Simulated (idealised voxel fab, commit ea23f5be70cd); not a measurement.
process module | voxel released beams
cross-section cut | 240 nm wide | cells 5 nm
A cross-section is a grid of square cells, given in bands from the top down. A band is one or more rows of cells.
Each band's line starts with the height of the band's top and of its bottom, in nm. Then come its materials from left to right, each with its width in nm. One material with "throughout" fills the band from edge to edge. "air" is empty space.
Height 0 is the level under which the wafer as received is all one material. The lowest band goes on downwards, as in "0 down".
A width such as "30 to 40" changes by the same amount from each row of cells to the next, from the band's top row to its bottom row.
"no change" after a step means that no cell of the cross-section changed.
closed voids: empty space of 8 cells or more with no open way to the top, each as width x height at its distance from the left edge, in nm
after a step's settings: what the simulator itself notes on the step
overlay nm, on a step with a mask: how far to the right of its planned place the mask lay; to the left if negative
plan
1 op RECEIVE | material Si
2 op CONFORMAL_DEP | material SiN | thk nm 10
3 op DIRECTIONAL_DEP | material SiO2 | thk nm 10
4 op PATTERN | tone open | mask id ANCHOR | material resist | width nm 45 | thk nm 20 | overlay nm 0
5 op DIRECTIONAL_ETCH | etch materials SiO2 | depth nm 10
6 op STRIP | etch materials resist
7 op CONFORMAL_DEP | material W | thk nm 15
8 op MASKED_ETCH | tone cover | mask id BEAM | width nm 105 | etch materials W | depth nm 15 | overlay nm 0
9 op STRIP | etch materials SiO2
as received, after step 1
  0 down: Si throughout
  closed voids: none
a wafer at the end: this start, this plan, one mistake
  35 to 20: air 65 | W 105 | air 70
  20 to 10: SiN throughout
  10 to 0: SiO2 throughout
  0 down: Si throughout
  closed voids: none
what went wrong: steps 2 and 3 were swapped
